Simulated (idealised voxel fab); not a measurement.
The process module presented herein is designated voxel transistor to metal.
Cross-section cut spans 275 nm and uses square cells 5 nm in size.
Just so we're on the same page, the cross-sections are grids of square cells, and they're listed out in bands top to bottom, each band one or more rows deep. It is stipulated that each band's entry specify, in nanometres, the height of the top of the band and then that of its bottom, followed by the materials of the band in left-to-right sequence, each together with its width in nanometres. A single material marked by the word "throughout" is understood to fill the band from edge to edge; the word "air" is understood to denote empty space. All heights in this document are referenced to 0, defined as the level beneath which the wafer, as received, consists entirely of one material. The lowest band is not bounded below; it extends indefinitely downward and is written in the form "0..down". The width entry "30 to 40" should be interpreted row by row: the top row of cells in the band takes the first number, the bottom row takes the second number, and the change between adjacent rows is uniform throughout. "nothing altered" means the step left every cell of the cross-section as it was. Entry "Voids, fully enclosed". Content: empty spaces with no open connection to the top, size 8 cells or greater. Each: width x height at distance. Distance: from left edge. Unit: nm. Past the settings on a step's line: simulator remark, on that step. Regarding "overlay nm": on a step with a mask, it is the distance the mask lay to the right of its planned place; a negative value places it to the left. So the way this works: pairs, before and after one process step. The after picture only goes down to the lowest band that actually changed, nothing below. Step and its settings are under each pair. And watch out, pairs might come from different runs of this module, same starting wafer though, so a pair only follows on from the one above if its "Prior to processing" entry tells you so.

Prior to processing:
- 30..15 | aC throughout
- 15..0 | SiN throughout
- 0..-5 | SiO2 throughout
- -5..down | Si throughout
- Voids, fully enclosed: none

Step Outcome:
- 60..30 | 20 air | 110 resist | 20 air | 110 resist | 15 air
- For the remainder of the cross-section, below 30, there is no change.
- Voids, fully enclosed: none
Which step turns the before cross-section above into the after cross-section? PATTERN: tone cover, mask id ACTIVE, material resist, width nm 110, pitch nm 130, thk nm 30, overlay nm 0

Prior to processing: Please consult the pair immediately above; the cross-section it shows after its step is the state before this step.

Step Outcome:
- 45..30 | 20 air | 110 resist | 20 air | 110 resist | 15 air
- 30..15 | 20 air | 110 aC | 20 air | 110 aC | 15 air
- For the remainder of the cross-section, below 15, there is no change.
- Voids, fully enclosed: none
Which step turns the before cross-section above into the after cross-section? DIRECTIONAL_ETCH: etch materials aC, depth nm 15

Prior to processing: Please consult the pair immediately above; the cross-section it shows after its step is the state before this step.

Step Outcome:
- 30..15 | 20 air | 110 aC | 20 air | 110 aC | 15 air
- For the remainder of the cross-section, below 15, there is no change.
- Voids, fully enclosed: none
Which step turns the before cross-section above into the after cross-section? STRIP: etch materials resist

Prior to processing: Please consult the pair immediately above; the cross-section it shows after its step is the state before this step.

Step Outcome:
- 30..15 | 20 air | 110 aC | 20 air | 110 aC | 15 air
- 15..0 | 20 air | 110 SiN | 20 air | 110 SiN | 15 air
- For the remainder of the cross-section, below 0, there is no change.
- Voids, fully enclosed: none
Which step turns the before cross-section above into the after cross-section? DIRECTIONAL_ETCH: etch materials SiN, depth nm 15

Prior to processing: Please consult the pair immediately above; the cross-section it shows after its step is the state before this step.

Step Outcome:
- 30..15 | 20 air | 110 aC | 20 air | 110 aC | 15 air
- 15..0 | 20 air | 110 SiN | 20 air | 110 SiN | 15 air
- 0..-5 | 20 air | 110 SiO2 | 20 air | 110 SiO2 | 15 air
- For the remainder of the cross-section, below -5, there is no change.
- Voids, fully enclosed: none
Which step turns the before cross-section above into the after cross-section? DIRECTIONAL_ETCH: etch materials SiO2, depth nm 5

Prior to processing: Please consult the pair immediately above; the cross-section it shows after its step is the state before this step.

Step Outcome:
- 30..15 | 20 air | 110 aC | 20 air | 110 aC | 15 air
- 15..0 | 20 air | 110 SiN | 20 air | 110 SiN | 15 air
- 0..-5 | 20 air | 110 SiO2 | 20 air | 110 SiO2 | 15 air
- -5..-30 | 20 air | 110 Si | 20 air | 110 Si | 15 air
- For the remainder of the cross-section, below -30, there is no change.
- Voids, fully enclosed: none
Which step turns the before cross-section above into the after cross-section? DIRECTIONAL_ETCH: etch materials Si, depth nm 25

Prior to processing: Please consult the pair immediately above; the cross-section it shows after its step is the state before this step.

Step Outcome:
- 15..0 | 20 air | 110 SiN | 20 air | 110 SiN | 15 air
- For the remainder of the cross-section, below 0, there is no change.
- Voids, fully enclosed: none
Which step turns the before cross-section above into the after cross-section? STRIP: etch materials aC

Prior to processing: Please consult the pair immediately above; the cross-section it shows after its step is the state before this step.

Step Outcome:
- 25..15 | SiO2 throughout
- 15..0 | 20 SiO2 | 110 SiN | 20 SiO2 | 110 SiN | 15 SiO2
- 0..-5 | SiO2 throughout
- -5..-30 | 20 SiO2 | 110 Si | 20 SiO2 | 110 Si | 15 SiO2
- For the remainder of the cross-section, below -30, there is no change.
- Voids, fully enclosed: none
Which step turns the before cross-section above into the after cross-section? FILL_DEP: material SiO2, thk nm 10

Prior to processing: Please consult the pair immediately above; the cross-section it shows after its step is the state before this step.

Step Outcome:
- 15..0 | 20 SiO2 | 110 SiN | 20 SiO2 | 110 SiN | 15 SiO2
- For the remainder of the cross-section, below 0, there is no change.
- Voids, fully enclosed: none
Which step turns the before cross-section above into the after cross-section? CMP: height nm 15

Prior to processing: Please consult the pair immediately above; the cross-section it shows after its step is the state before this step.

Step Outcome:
- 15..10 | 20 air | 110 SiN | 20 air | 110 SiN | 15 air
- For the remainder of the cross-section, below 10, there is no change.
- Voids, fully enclosed: none
Which step turns the before cross-section above into the after cross-section? SELECTIVE_ETCH: etch materials SiO2, depth nm 5

Prior to processing: Please consult the pair immediately above; the cross-section it shows after its step is the state before this step.

Step Outcome:
- 10..0 | 20 SiO2 | 110 air | 20 SiO2 | 110 air | 15 SiO2
- For the remainder of the cross-section, below 0, there is no change.
- Voids, fully enclosed: none
Which step turns the before cross-section above into the after cross-section? STRIP: etch materials SiN

Prior to processing: Please consult the pair immediately above; the cross-section it shows after its step is the state before this step.

Step Outcome:
- 5..-5 | 15 SiO2 | 120 air | 10 SiO2 | 120 air | 10 SiO2
- For the remainder of the cross-section, below -5, there is no change.
- Voids, fully enclosed: none
Which step turns the before cross-section above into the after cross-section? SELECTIVE_ETCH: etch materials SiO2, depth nm 5

Prior to processing: Please consult the pair immediately above; the cross-section it shows after its step is the state before this step.

Step Outcome:
- 5..-5 | 15 SiO2 | 120 air | 10 SiO2 | 120 air | 10 SiO2
- -5..-10 | SiO2 throughout
- For the remainder of the cross-section, below -10, there is no change.
- Voids, fully enclosed: none
Which step turns the before cross-section above into the after cross-section? OXIDIZE: depth nm 5

Prior to processing: Please consult the pair immediately above; the cross-section it shows after its step is the state before this step.

Step Outcome:
- 35..25 | 15 polySi | 120 air | 10 polySi | 120 air | 10 polySi
- 25..5 | polySi throughout
- 5..-5 | 15 SiO2 | 120 polySi | 10 SiO2 | 120 polySi | 10 SiO2
- For the remainder of the cross-section, below -5, there is no change.
- Voids, fully enclosed: none
Which step turns the before cross-section above into the after cross-section? DIRECTIONAL_DEP: material polySi, thk nm 30

Prior to processing: Please consult the pair immediately above; the cross-section it shows after its step is the state before this step.

Step Outcome:
- 50..40 | 15 SiCN | 120 air | 10 SiCN | 120 air | 10 SiCN
- 40..35 | SiCN throughout
- 35..25 | 15 polySi | 120 SiCN | 10 polySi | 120 SiCN | 10 polySi
- For the remainder of the cross-section, below 25, there is no change.
- Voids, fully enclosed: none
Which step turns the before cross-section above into the after cross-section? DIRECTIONAL_DEP: material SiCN, thk nm 15

Prior to processing: Please consult the pair immediately above; the cross-section it shows after its step is the state before this step.

Step Outcome:
- 60..50 | 15 aC | 120 air | 10 aC | 120 air | 10 aC
- 50..40 | 15 SiCN | 120 aC | 10 SiCN | 120 aC | 10 SiCN
- For the remainder of the cross-section, below 40, there is no change.
- Voids, fully enclosed: none
Which step turns the before cross-section above into the after cross-section? DIRECTIONAL_DEP: material aC, thk nm 10

Prior to processing: Please consult the pair immediately above; the cross-section it shows after its step is the state before this step.

Step Outcome:
- 90..60 | 60 air | 25 resist | 105 air | 25 resist | 60 air
- 60..50 | 15 aC | 45 air | 25 resist | 50 air | 10 aC | 45 air | 25 resist | 50 air | 10 aC
- For the remainder of the cross-section, below 50, there is no change.
- Voids, fully enclosed: none
Which step turns the before cross-section above into the after cross-section? PATTERN: tone cover, mask id GATE, material resist, width nm 25, pitch nm 130, thk nm 30, overlay nm 0

Prior to processing: Please consult the pair immediately above; the cross-section it shows after its step is the state before this step.

Step Outcome:
- 80..50 | 60 air | 25 resist | 105 air | 25 resist | 60 air
- 50..40 | 15 SiCN | 45 air | 25 aC | 50 air | 10 SiCN | 45 air | 25 aC | 50 air | 10 SiCN
- For the remainder of the cross-section, below 40, there is no change.
- Voids, fully enclosed: none
Which step turns the before cross-section above into the after cross-section? DIRECTIONAL_ETCH: etch materials aC, depth nm 10

Prior to processing: Please consult the pair immediately above; the cross-section it shows after its step is the state before this step.

Step Outcome:
- 50..40 | 15 SiCN | 45 air | 25 aC | 50 air | 10 SiCN | 45 air | 25 aC | 50 air | 10 SiCN
- For the remainder of the cross-section, below 40, there is no change.
- Voids, fully enclosed: none
Which step turns the before cross-section above into the after cross-section? STRIP: etch materials resist

Prior to processing: Please consult the pair immediately above; the cross-section it shows after its step is the state before this step.

Step Outcome:
- 50..40 | 60 air | 25 aC | 105 air | 25 aC | 60 air
- 40..35 | 60 air | 25 SiCN | 105 air | 25 SiCN | 60 air
- 35..25 | 15 polySi | 45 air | 25 SiCN | 50 air | 10 polySi | 45 air | 25 SiCN | 50 air | 10 polySi
- For the remainder of the cross-section, below 25, there is no change.
- Voids, fully enclosed: none
Which step turns the before cross-section above into the after cross-section? DIRECTIONAL_ETCH: etch materials SiCN, depth nm 25

Prior to processing: Please consult the pair immediately above; the cross-section it shows after its step is the state before this step.

Step Outcome:
- 50..40 | 60 air | 25 aC | 105 air | 25 aC | 60 air
- 40..25 | 60 air | 25 SiCN | 105 air | 25 SiCN | 60 air
- 25..5 | 60 air | 25 polySi | 105 air | 25 polySi | 60 air
- 5..-5 | 15 SiO2 | 45 air | 25 polySi | 50 air | 10 SiO2 | 45 air | 25 polySi | 50 air | 10 SiO2
- For the remainder of the cross-section, below -5, there is no change.
- Voids, fully enclosed: none
Which step turns the before cross-section above into the after cross-section? DIRECTIONAL_ETCH: etch materials polySi, depth nm 40

Prior to processing: Please consult the pair immediately above; the cross-section it shows after its step is the state before this step.

Step Outcome:
- 40..25 | 60 air | 25 SiCN | 105 air | 25 SiCN | 60 air
- For the remainder of the cross-section, below 25, there is no change.
- Voids, fully enclosed: none
Which step turns the before cross-section above into the after cross-section? STRIP: etch materials aC

Prior to processing: Please consult the pair immediately above; the cross-section it shows after its step is the state before this step.

Step Outcome:
- 45..40 | 55 air | 35 SiN | 95 air | 35 SiN | 55 air
- 40..25 | 55 air | 5 SiN | 25 SiCN | 5 SiN | 95 air | 5 SiN | 25 SiCN | 5 SiN | 55 air
- 25..10 | 55 air | 5 SiN | 25 polySi | 5 SiN | 95 air | 5 SiN | 25 polySi | 5 SiN | 55 air
- 10..5 | 20 SiN | 35 air | 5 SiN | 25 polySi | 5 SiN | 40 air | 20 SiN | 35 air | 5 SiN | 25 polySi | 5 SiN | 40 air | 15 SiN
- 5..0 | 15 SiO2 | 5 SiN | 35 air | 5 SiN | 25 polySi | 5 SiN | 40 air | 5 SiN | 10 SiO2 | 5 SiN | 35 air | 5 SiN | 25 polySi | 5 SiN | 40 air | 5 SiN | 10 SiO2
- 0..-5 | 15 SiO2 | 45 SiN | 25 polySi | 50 SiN | 10 SiO2 | 45 SiN | 25 polySi | 50 SiN | 10 SiO2
- For the remainder of the cross-section, below -5, there is no change.
- Voids, fully enclosed: none
Which step turns the before cross-section above into the after cross-section? CONFORMAL_DEP: material SiN, thk nm 5

Prior to processing: Please consult the pair immediately above; the cross-section it shows after its step is the state before this step.

Step Outcome:
- 40..25 | 55 air | 5 SiN | 25 SiCN | 5 SiN | 95 air | 5 SiN | 25 SiCN | 5 SiN | 55 air
- 25..5 | 55 air | 5 SiN | 25 polySi | 5 SiN | 95 air | 5 SiN | 25 polySi | 5 SiN | 55 air
- 5..-5 | 15 SiO2 | 5 SiN | 35 air | 5 SiN | 25 polySi | 5 SiN | 40 air | 5 SiN | 10 SiO2 | 5 SiN | 35 air | 5 SiN | 25 polySi | 5 SiN | 40 air | 5 SiN | 10 SiO2
- For the remainder of the cross-section, below -5, there is no change.
- Voids, fully enclosed: none
Which step turns the before cross-section above into the after cross-section? DIRECTIONAL_ETCH: etch materials SiN, depth nm 5

Prior to processing: Please consult the pair immediately above; the cross-section it shows after its step is the state before this step.

Step Outcome:
- 40..25 | 55 air | 5 SiN | 25 SiCN | 5 SiN | 95 air | 5 SiN | 25 SiCN | 5 SiN | 55 air
- 25..5 | 55 air | 5 SiN | 25 polySi | 5 SiN | 95 air | 5 SiN | 25 polySi | 5 SiN | 55 air
- 5..0 | 15 air | 5 SiN | 35 air | 5 SiN | 25 polySi | 5 SiN | 40 air | 5 SiN | 10 air | 5 SiN | 35 air | 5 SiN | 25 polySi | 5 SiN | 40 air | 5 SiN | 10 air
- 0..-5 | 15 SiO2 | 5 SiN | 35 air | 5 SiN | 25 polySi | 5 SiN | 40 air | 5 SiN | 10 SiO2 | 5 SiN | 35 air | 5 SiN | 25 polySi | 5 SiN | 40 air | 5 SiN | 10 SiO2
- -5..-10 | 20 SiO2 | 35 air | 35 SiO2 | 40 air | 20 SiO2 | 35 air | 35 SiO2 | 40 air | 15 SiO2
- For the remainder of the cross-section, below -10, there is no change.
- Voids, fully enclosed: none
Which step turns the before cross-section above into the after cross-section? DIRECTIONAL_ETCH: etch materials SiO2, depth nm 5

Prior to processing: Please consult the pair immediately above; the cross-section it shows after its step is the state before this step.

Step Outcome:
- 40..25 | 55 air | 5 SiN | 25 SiCN | 5 SiN | 95 air | 5 SiN | 25 SiCN | 5 SiN | 55 air
- 25..5 | 55 air | 5 SiN | 25 polySi | 5 SiN | 95 air | 5 SiN | 25 polySi | 5 SiN | 55 air
- 5..0 | 15 air | 5 SiN | 35 air | 5 SiN | 25 polySi | 5 SiN | 40 air | 5 SiN | 10 air | 5 SiN | 35 air | 5 SiN | 25 polySi | 5 SiN | 40 air | 5 SiN | 10 air
- 0..-5 | 15 SiO2 | 5 SiN | 35 air | 5 SiN | 25 polySi | 5 SiN | 40 air | 5 SiN | 10 SiO2 | 5 SiN | 35 air | 5 SiN | 25 polySi | 5 SiN | 40 air | 5 SiN | 10 SiO2
- -5..-10 | 20 SiO2 | 35 air | 35 SiO2 | 40 air | 20 SiO2 | 35 air | 35 SiO2 | 40 air | 15 SiO2
- -10..-25 | 20 SiO2 | 35 air | 35 Si | 40 air | 20 SiO2 | 35 air | 35 Si | 40 air | 15 SiO2
- For the remainder of the cross-section, below -25, there is no change.
- Voids, fully enclosed: none
Which step turns the before cross-section above into the after cross-section? DIRECTIONAL_ETCH: etch materials Si, depth nm 15

Prior to processing: Please consult the pair immediately above; the cross-section it shows after its step is the state before this step.

Step Outcome:
- 40..25 | 55 air | 5 SiN | 25 SiCN | 5 SiN | 95 air | 5 SiN | 25 SiCN | 5 SiN | 55 air
- 25..10 | 55 air | 5 SiN | 25 polySi | 5 SiN | 95 air | 5 SiN | 25 polySi | 5 SiN | 55 air
- 10..5 | 35 air | 20 pSi | 5 SiN | 25 polySi | 5 SiN | 20 pSi | 55 air | 20 pSi | 5 SiN | 25 polySi | 5 SiN | 20 pSi | 35 air
- 5..0 | 15 air | 5 SiN | 15 air | 20 pSi | 5 SiN | 25 polySi | 5 SiN | 20 pSi | 20 air | 5 SiN | 10 air | 5 SiN | 15 air | 20 pSi | 5 SiN | 25 polySi | 5 SiN | 20 pSi | 20 air | 5 SiN | 10 air
- 0..-5 | 15 SiO2 | 5 SiN | 15 air | 20 pSi | 5 SiN | 25 polySi | 5 SiN | 20 pSi | 20 air | 5 SiN | 10 SiO2 | 5 SiN | 15 air | 20 pSi | 5 SiN | 25 polySi | 5 SiN | 20 pSi | 20 air | 5 SiN | 10 SiO2
- -5..-10 | 20 SiO2 | 35 pSi | 35 SiO2 | 40 pSi | 20 SiO2 | 35 pSi | 35 SiO2 | 40 pSi | 15 SiO2
- -10..-25 | 20 SiO2 | 35 pSi | 35 Si | 40 pSi | 20 SiO2 | 35 pSi | 35 Si | 40 pSi | 15 SiO2
- For the remainder of the cross-section, below -25, there is no change.
- Voids, fully enclosed: none
Which step turns the before cross-section above into the after cross-section? EPI: material pSi, thk nm 20

Prior to processing: Please consult the pair immediately above; the cross-section it shows after its step is the state before this step.

Step Outcome:
- 45..40 | SiO2 throughout
- 40..25 | 55 SiO2 | 5 SiN | 25 SiCN | 5 SiN | 95 SiO2 | 5 SiN | 25 SiCN | 5 SiN | 55 SiO2
- 25..10 | 55 SiO2 | 5 SiN | 25 polySi | 5 SiN | 95 SiO2 | 5 SiN | 25 polySi | 5 SiN | 55 SiO2
- 10..5 | 35 SiO2 | 20 pSi | 5 SiN | 25 polySi | 5 SiN | 20 pSi | 55 SiO2 | 20 pSi | 5 SiN | 25 polySi | 5 SiN | 20 pSi | 35 SiO2
- 5..-5 | 15 SiO2 | 5 SiN | 15 SiO2 | 20 pSi | 5 SiN | 25 polySi | 5 SiN | 20 pSi | 20 SiO2 | 5 SiN | 10 SiO2 | 5 SiN | 15 SiO2 | 20 pSi | 5 SiN | 25 polySi | 5 SiN | 20 pSi | 20 SiO2 | 5 SiN | 10 SiO2
- For the remainder of the cross-section, below -5, there is no change.
- Voids, fully enclosed: none
Which step turns the before cross-section above into the after cross-section? FILL_DEP: material SiO2, thk nm 5

Prior to processing: Please consult the pair immediately above; the cross-section it shows after its step is the state before this step.

Step Outcome:
- 40..25 | 55 SiO2 | 5 SiN | 25 SiCN | 5 SiN | 95 SiO2 | 5 SiN | 25 SiCN | 5 SiN | 55 SiO2
- For the remainder of the cross-section, below 25, there is no change.
- Voids, fully enclosed: none
Which step turns the before cross-section above into the after cross-section? CMP: height nm 40

Prior to processing: Please consult the pair immediately above; the cross-section it shows after its step is the state before this step.

Step Outcome:
- 55..40 | SiO2 throughout
- For the remainder of the cross-section, below 40, there is no change.
- Voids, fully enclosed: none
Which step turns the before cross-section above into the after cross-section? DIRECTIONAL_DEP: material SiO2, thk nm 15

Prior to processing: Please consult the pair immediately above; the cross-section it shows after its step is the state before this step.

Step Outcome:
- 70..55 | 25 resist | 30 air | 35 resist | 30 air | 35 resist | 30 air | 35 resist | 30 air | 25 resist
- For the remainder of the cross-section, below 55, there is no change.
- Voids, fully enclosed: none
Which step turns the before cross-section above into the after cross-section? PATTERN: tone open, mask id CONTACT, material resist, width nm 30, pitch nm 65, thk nm 15, overlay nm 0

Prior to processing: Please consult the pair immediately above; the cross-section it shows after its step is the state before this step.

Step Outcome:
- 70..55 | 25 resist | 30 air | 35 resist | 30 air | 35 resist | 30 air | 35 resist | 30 air | 25 resist
- 55..40 | 25 SiO2 | 30 air | 35 SiO2 | 30 air | 35 SiO2 | 30 air | 35 SiO2 | 30 air | 25 SiO2
- 40..25 | 25 SiO2 | 30 air | 5 SiN | 25 SiCN | 5 SiN | 30 air | 35 SiO2 | 30 air | 5 SiN | 25 SiCN | 5 SiN | 30 air | 25 SiO2
- 25..10 | 25 SiO2 | 30 air | 5 SiN | 25 polySi | 5 SiN | 30 air | 35 SiO2 | 30 air | 5 SiN | 25 polySi | 5 SiN | 30 air | 25 SiO2
- 10..5 | 25 SiO2 | 10 air | 20 pSi | 5 SiN | 25 polySi | 5 SiN | 20 pSi | 10 air | 35 SiO2 | 10 air | 20 pSi | 5 SiN | 25 polySi | 5 SiN | 20 pSi | 10 air | 25 SiO2
- 5..-5 | 15 SiO2 | 5 SiN | 5 SiO2 | 10 air | 20 pSi | 5 SiN | 25 polySi | 5 SiN | 20 pSi | 10 air | 10 SiO2 | 5 SiN | 10 SiO2 | 5 SiN | 5 SiO2 | 10 air | 20 pSi | 5 SiN | 25 polySi | 5 SiN | 20 pSi | 10 air | 10 SiO2 | 5 SiN | 10 SiO2
- For the remainder of the cross-section, below -5, there is no change.
- Voids, fully enclosed: none
Which step turns the before cross-section above into the after cross-section? DIRECTIONAL_ETCH: etch materials SiO2, depth nm 60

Prior to processing: Please consult the pair immediately above; the cross-section it shows after its step is the state before this step.

Step Outcome:
- 55..40 | 25 SiO2 | 30 air | 35 SiO2 | 30 air | 35 SiO2 | 30 air | 35 SiO2 | 30 air | 25 SiO2
- For the remainder of the cross-section, below 40, there is no change.
- Voids, fully enclosed: none
Which step turns the before cross-section above into the after cross-section? STRIP: etch materials resist

Prior to processing: Please consult the pair immediately above; the cross-section it shows after its step is the state before this step.

Step Outcome:
- 60..55 | 30 TiN | 20 air | 45 TiN | 20 air | 45 TiN | 20 air | 45 TiN | 20 air | 30 TiN
- 55..40 | 25 SiO2 | 5 TiN | 20 air | 5 TiN | 35 SiO2 | 5 TiN | 20 air | 5 TiN | 35 SiO2 | 5 TiN | 20 air | 5 TiN | 35 SiO2 | 5 TiN | 20 air | 5 TiN | 25 SiO2
- 40..25 | 25 SiO2 | 5 TiN | 20 air | 5 TiN | 5 SiN | 25 SiCN | 5 SiN | 5 TiN | 20 air | 5 TiN | 35 SiO2 | 5 TiN | 20 air | 5 TiN | 5 SiN | 25 SiCN | 5 SiN | 5 TiN | 20 air | 5 TiN | 25 SiO2
- 25..15 | 25 SiO2 | 5 TiN | 20 air | 5 TiN | 5 SiN | 25 polySi | 5 SiN | 5 TiN | 20 air | 5 TiN | 35 SiO2 | 5 TiN | 20 air | 5 TiN | 5 SiN | 25 polySi | 5 SiN | 5 TiN | 20 air | 5 TiN | 25 SiO2
- 15..10 | 25 SiO2 | 30 TiN | 5 SiN | 25 polySi | 5 SiN | 30 TiN | 35 SiO2 | 30 TiN | 5 SiN | 25 polySi | 5 SiN | 30 TiN | 25 SiO2
- 10..5 | 25 SiO2 | 10 TiN | 20 pSi | 5 SiN | 25 polySi | 5 SiN | 20 pSi | 10 TiN | 35 SiO2 | 10 TiN | 20 pSi | 5 SiN | 25 polySi | 5 SiN | 20 pSi | 10 TiN | 25 SiO2
- 5..-5 | 15 SiO2 | 5 SiN | 5 SiO2 | 10 TiN | 20 pSi | 5 SiN | 25 polySi | 5 SiN | 20 pSi | 10 TiN | 10 SiO2 | 5 SiN | 10 SiO2 | 5 SiN | 5 SiO2 | 10 TiN | 20 pSi | 5 SiN | 25 polySi | 5 SiN | 20 pSi | 10 TiN | 10 SiO2 | 5 SiN | 10 SiO2
- For the remainder of the cross-section, below -5, there is no change.
- Voids, fully enclosed: none
Which step turns the before cross-section above into the after cross-section? CONFORMAL_DEP: material TiN, thk nm 5

Prior to processing: Please consult the pair immediately above; the cross-section it shows after its step is the state before this step.

Step Outcome:
- 65..60 | W throughout
- 60..55 | 30 TiN | 20 W | 45 TiN | 20 W | 45 TiN | 20 W | 45 TiN | 20 W | 30 TiN
- 55..40 | 25 SiO2 | 5 TiN | 20 W | 5 TiN | 35 SiO2 | 5 TiN | 20 W | 5 TiN | 35 SiO2 | 5 TiN | 20 W | 5 TiN | 35 SiO2 | 5 TiN | 20 W | 5 TiN | 25 SiO2
- 40..25 | 25 SiO2 | 5 TiN | 20 W | 5 TiN | 5 SiN | 25 SiCN | 5 SiN | 5 TiN | 20 W | 5 TiN | 35 SiO2 | 5 TiN | 20 W | 5 TiN | 5 SiN | 25 SiCN | 5 SiN | 5 TiN | 20 W | 5 TiN | 25 SiO2
- 25..15 | 25 SiO2 | 5 TiN | 20 W | 5 TiN | 5 SiN | 25 polySi | 5 SiN | 5 TiN | 20 W | 5 TiN | 35 SiO2 | 5 TiN | 20 W | 5 TiN | 5 SiN | 25 polySi | 5 SiN | 5 TiN | 20 W | 5 TiN | 25 SiO2
- For the remainder of the cross-section, below 15, there is no change.
- Voids, fully enclosed: none
Which step turns the before cross-section above into the after cross-section? FILL_DEP: material W, thk nm 5

Prior to processing: Please consult the pair immediately above; the cross-section it shows after its step is the state before this step.

Step Outcome:
- 55..40 | 25 SiO2 | 5 TiN | 20 W | 5 TiN | 35 SiO2 | 5 TiN | 20 W | 5 TiN | 35 SiO2 | 5 TiN | 20 W | 5 TiN | 35 SiO2 | 5 TiN | 20 W | 5 TiN | 25 SiO2
- For the remainder of the cross-section, below 40, there is no change.
- Voids, fully enclosed: none
Which step turns the before cross-section above into the after cross-section? CMP: height nm 55

Prior to processing: Please consult the pair immediately above; the cross-section it shows after its step is the state before this step.

Step Outcome:
- 60..55 | TiN throughout
- For the remainder of the cross-section, below 55, there is no change.
- Voids, fully enclosed: none
Which step turns the before cross-section above into the after cross-section? DIRECTIONAL_DEP: material TiN, thk nm 5

Prior to processing: Please consult the pair immediately above; the cross-section it shows after its step is the state before this step.

Step Outcome:
- 85..60 | W throughout
- For the remainder of the cross-section, below 60, there is no change.
- Voids, fully enclosed: none
Which step turns the before cross-section above into the after cross-section? DIRECTIONAL_DEP: material W, thk nm 25

Prior to processing: Please consult the pair immediately above; the cross-section it shows after its step is the state before this step.

Step Outcome:
- 85..60 | 25 air | 15 W | 65 air | 15 W | 35 air | 15 W | 65 air | 15 W | 25 air
- For the remainder of the cross-section, below 60, there is no change.
- Voids, fully enclosed: none
Which step turns the before cross-section above into the after cross-section? MASKED_ETCH: tone cover, mask id METAL_1, width nm 15, etch materials W, depth nm 25, overlay nm 0

Prior to processing: Please consult the pair immediately above; the cross-section it shows after its step is the state before this step.

Step Outcome:
- 85..60 | 25 air | 15 W | 65 air | 15 W | 35 air | 15 W | 65 air | 15 W | 25 air
- 60..55 | 25 air | 15 TiN | 65 air | 15 TiN | 35 air | 15 TiN | 65 air | 15 TiN | 25 air
- For the remainder of the cross-section, below 55, there is no change.
- Voids, fully enclosed: none
Which step turns the before cross-section above into the after cross-section? MASKED_ETCH: tone cover, mask id METAL_1, width nm 15, etch materials TiN, depth nm 5, overlay nm 0

Prior to processing: Please consult the pair immediately above; the cross-section it shows after its step is the state before this step.

Step Outcome:
- 90..85 | 20 air | 25 SiCN | 55 air | 25 SiCN | 25 air | 25 SiCN | 55 air | 25 SiCN | 20 air
- 85..60 | 20 air | 5 SiCN | 15 W | 5 SiCN | 55 air | 5 SiCN | 15 W | 5 SiCN | 25 air | 5 SiCN | 15 W | 5 SiCN | 55 air | 5 SiCN | 15 W | 5 SiCN | 20 air
- 60..55 | 25 SiCN | 15 TiN | 65 SiCN | 15 TiN | 35 SiCN | 15 TiN | 65 SiCN | 15 TiN | 25 SiCN
- For the remainder of the cross-section, below 55, there is no change.
- Voids, fully enclosed: none
Which step turns the before cross-section above into the after cross-section? CONFORMAL_DEP: material SiCN, thk nm 5

Prior to processing: Please consult the pair immediately above; the cross-section it shows after its step is the state before this step.

Step Outcome:
- 95..90 | SiO2 throughout
- 90..85 | 20 SiO2 | 25 SiCN | 55 SiO2 | 25 SiCN | 25 SiO2 | 25 SiCN | 55 SiO2 | 25 SiCN | 20 SiO2
- 85..60 | 20 SiO2 | 5 SiCN | 15 W | 5 SiCN | 55 SiO2 | 5 SiCN | 15 W | 5 SiCN | 25 SiO2 | 5 SiCN | 15 W | 5 SiCN | 55 SiO2 | 5 SiCN | 15 W | 5 SiCN | 20 SiO2
- For the remainder of the cross-section, below 60, there is no change.
- Voids, fully enclosed: none
Which step turns the before cross-section above into the after cross-section? FILL_DEP: material SiO2, thk nm 5

Prior to processing: Please consult the pair immediately above; the cross-section it shows after its step is the state before this step.

Step Outcome:
- 85..60 | 20 SiO2 | 5 SiCN | 15 W | 5 SiCN | 55 SiO2 | 5 SiCN | 15 W | 5 SiCN | 25 SiO2 | 5 SiCN | 15 W | 5 SiCN | 55 SiO2 | 5 SiCN | 15 W | 5 SiCN | 20 SiO2
- For the remainder of the cross-section, below 60, there is no change.
- Voids, fully enclosed: none
Which step turns the before cross-section above into the after cross-section? CMP: height nm 85

Prior to processing: Please consult the pair immediately above; the cross-section it shows after its step is the state before this step.

Step Outcome:
- 90..85 | SiN throughout
- For the remainder of the cross-section, below 85, there is no change.
- Voids, fully enclosed: none
Which step turns the before cross-section above into the after cross-section? CONFORMAL_DEP: material SiN, thk nm 5

Prior to processing:
- 60..50 | 15 aC | 115 air | 15 aC | 115 air | 15 aC
- 50..40 | 15 SiCN | 115 aC | 15 SiCN | 115 aC | 15 SiCN
- 40..35 | SiCN throughout
- 35..25 | 15 polySi | 115 SiCN | 15 polySi | 115 SiCN | 15 polySi
- 25..5 | polySi throughout
- 5..-5 | 15 SiO2 | 115 polySi | 15 SiO2 | 115 polySi | 15 SiO2
- -5..-10 | SiO2 throughout
- -10..-30 | 20 SiO2 | 105 Si | 25 SiO2 | 105 Si | 20 SiO2
- -30..down | Si throughout
- Voids, fully enclosed: none

Step Outcome:
- 90..60 | 50 air | 25 resist | 105 air | 25 resist | 70 air
- 60..50 | 15 aC | 35 air | 25 resist | 55 air | 15 aC | 35 air | 25 resist | 55 air | 15 aC
- For the remainder of the cross-section, below 50, there is no change.
- Voids, fully enclosed: none
Which step turns the before cross-section above into the after cross-section? PATTERN: tone cover, mask id GATE, material resist, width nm 25, pitch nm 130, thk nm 30, overlay nm -10

Prior to processing: Please consult the pair immediately above; the cross-section it shows after its step is the state before this step.

Step Outcome:
- 80..50 | 50 air | 25 resist | 105 air | 25 resist | 70 air
- 50..40 | 15 SiCN | 35 air | 25 aC | 55 air | 15 SiCN | 35 air | 25 aC | 55 air | 15 SiCN
- For the remainder of the cross-section, below 40, there is no change.
- Voids, fully enclosed: none
Which step turns the before cross-section above into the after cross-section? DIRECTIONAL_ETCH: etch materials aC, depth nm 10

Prior to processing: Please consult the pair immediately above; the cross-section it shows after its step is the state before this step.

Step Outcome:
- 50..40 | 15 SiCN | 35 air | 25 aC | 55 air | 15 SiCN | 35 air | 25 aC | 55 air | 15 SiCN
- For the remainder of the cross-section, below 40, there is no change.
- Voids, fully enclosed: none
Which step turns the before cross-section above into the after cross-section? STRIP: etch materials resist

Prior to processing: Please consult the pair immediately above; the cross-section it shows after its step is the state before this step.

Step Outcome:
- 50..40 | 50 air | 25 aC | 105 air | 25 aC | 70 air
- 40..35 | 50 air | 25 SiCN | 105 air | 25 SiCN | 70 air
- 35..25 | 15 polySi | 35 air | 25 SiCN | 55 air | 15 polySi | 35 air | 25 SiCN | 55 air | 15 polySi
- For the remainder of the cross-section, below 25, there is no change.
- Voids, fully enclosed: none
Which step turns the before cross-section above into the after cross-section? DIRECTIONAL_ETCH: etch materials SiCN, depth nm 25
